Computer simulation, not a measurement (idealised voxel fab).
Documented hereafter: the process module known as voxel self aligned vias.
Cross-section cut: width 245 nm, square cells of 5 nm.
A cross-section in this document is a grid of square cells, and it is written down as bands, the top band listed before the ones below it; a band is made up of one or more rows of cells. First you get the band's top height and its bottom height, in nm, and then the materials it's made of, left to right, with each width in nm. If you see a single material with "everywhere", that one covers the band edge to edge. "blank" is empty space. Heads up on the height convention: 0 is the point under which the incoming wafer is all one material, and the lowest band has no bottom, it just keeps going down, like "z 0 and below". A width given as "30..40" starts at the first number in the band's top row and ends at the second number in its bottom row, shifting by an equal amount at every step from row to row. Reading "remained the same" for a step: not a cell of the cross-section changed in it. "Closed void list" contains a list of empty spaces, each no smaller than 8 cells and without an open way to the top, written in the form width x height at distance with the distance from the left edge and all three in nm. On a step's line, text after the settings is the simulator commenting on that step. overlay nm, on a step with a mask: how far to the right of its planned place the mask lay; to the left if negative.
Here's what the planned process steps look like
- 1: RECEIVE | material Si
- 2: CONFORMAL_DEP | material SiO2 | thk nm 15
- 3: CONFORMAL_DEP | material SiCN | thk nm 5
- 4: DIRECTIONAL_DEP | material SiO2 | thk nm 20
- 5: MASKED_ETCH | tone open | mask id LINES | width nm 25 | pitch nm 60 | etch materials SiO2 | depth nm 20 | overlay nm -15
- 6: CONFORMAL_DEP | material TiN | thk nm 5
- 7: FILL_DEP | material W | thk nm 10
- 8: CMP | height nm 40
- 9: SELECTIVE_ETCH | etch materials W Ru TiN | depth nm 10
- 10: FILL_DEP | material SiN | thk nm 5
- 11: CMP | height nm 40
- 12: DIRECTIONAL_DEP | material SiO2 | thk nm 15
- 13: MASKED_ETCH | tone open | mask id VIAS | width nm 45 | pitch nm 60 | etch materials SiO2 | depth nm 15 | overlay nm 0
- 14: MASKED_ETCH | tone open | mask id VIAS | width nm 45 | pitch nm 60 | etch materials SiN | depth nm 10 | overlay nm 0
- 15: CONFORMAL_DEP | material TiN | thk nm 5
- 16: FILL_DEP | material Cu | thk nm 10
- 17: CMP | height nm 55
- 18: CONFORMAL_DEP | material SiCN | thk nm 5
The plan shows the overlay nm of step 5 as the first wafer had it; this setting differs between the wafers, which start out alike.
Received condition of the first of several wafers, sectioned: post-step 1
  z 0 and below: Si everywhere
  Closed void list: none
Post step 18, the closing step of the module: first of several wafers, cross-sectioned
  z 60 to 55: SiCN everywhere
  z 55 to 45: 70 nm SiO2  5 nm TiN  35 nm Cu  5 nm TiN  15 nm SiO2  5 nm TiN  35 nm Cu  5 nm TiN  70 nm SiO2
  z 45 to 40: 70 nm SiO2  5 nm TiN  10 nm Cu  30 nm TiN  15 nm SiO2  5 nm TiN  10 nm Cu  30 nm TiN  70 nm SiO2
  z 40 to 35: 65 nm SiO2  5 nm SiN  5 nm TiN  10 nm Cu  5 nm TiN  35 nm SiO2  5 nm SiN  5 nm TiN  10 nm Cu  5 nm TiN  95 nm SiO2
  z 35 to 30: 65 nm SiO2  5 nm SiN  20 nm TiN  35 nm SiO2  5 nm SiN  20 nm TiN  95 nm SiO2
  z 30 to 25: 65 nm SiO2  5 nm TiN  15 nm W  5 nm TiN  35 nm SiO2  5 nm TiN  15 nm W  5 nm TiN  95 nm SiO2
  z 25 to 20: 65 nm SiO2  25 nm TiN  35 nm SiO2  25 nm TiN  95 nm SiO2
  z 20 to 15: SiCN everywhere
  z 15 to 0: SiO2 everywhere
  z 0 and below: Si everywhere
  Closed void list: none
End of module: cross-section, last of several wafers
  z 60 to 55: SiCN everywhere
  z 55 to 45: 70 nm SiO2  5 nm TiN  35 nm Cu  5 nm TiN  15 nm SiO2  5 nm TiN  35 nm Cu  5 nm TiN  70 nm SiO2
  z 45 to 40: 70 nm SiO2  30 nm TiN  10 nm Cu  5 nm TiN  15 nm SiO2  30 nm TiN  10 nm Cu  5 nm TiN  70 nm SiO2
  z 40 to 35: 95 nm SiO2  5 nm TiN  10 nm Cu  5 nm TiN  5 nm SiN  35 nm SiO2  5 nm TiN  10 nm Cu  5 nm TiN  5 nm SiN  65 nm SiO2
  z 35 to 30: 95 nm SiO2  20 nm TiN  5 nm SiN  35 nm SiO2  20 nm TiN  5 nm SiN  65 nm SiO2
  z 30 to 25: 95 nm SiO2  5 nm TiN  15 nm W  5 nm TiN  35 nm SiO2  5 nm TiN  15 nm W  5 nm TiN  65 nm SiO2
  z 25 to 20: 95 nm SiO2  25 nm TiN  35 nm SiO2  25 nm TiN  65 nm SiO2
  z 20 to 15: SiCN everywhere
  z 15 to 0: SiO2 everywhere
  z 0 and below: Si everywhere
  Closed void list: none
What follows is a table in which each wafer occupies a row; for the wafer as it stands at the close of the module, the row states, material by material, how many cells have been gained (+) or lost (-) since receipt, and then gives its closed voids
overlay nm -15 | +36 Cu | +98 SiCN | +4 SiN | +396 SiO2 | +48 TiN | +6 W | Closed void list: none
overlay nm -10 | +40 Cu | +98 SiCN | +396 SiO2 | +48 TiN | +6 W | Closed void list: none
overlay nm -5 | +40 Cu | +98 SiCN | +396 SiO2 | +48 TiN | +6 W | Closed void list: none
overlay nm 0 | +40 Cu | +98 SiCN | +396 SiO2 | +48 TiN | +6 W | Closed void list: none
overlay nm 5 | +40 Cu | +98 SiCN | +396 SiO2 | +48 TiN | +6 W | Closed void list: none
overlay nm 10 | +40 Cu | +98 SiCN | +396 SiO2 | +48 TiN | +6 W | Closed void list: none
overlay nm 15 | +36 Cu | +98 SiCN | +4 SiN | +396 SiO2 | +48 TiN | +6 W | Closed void list: none
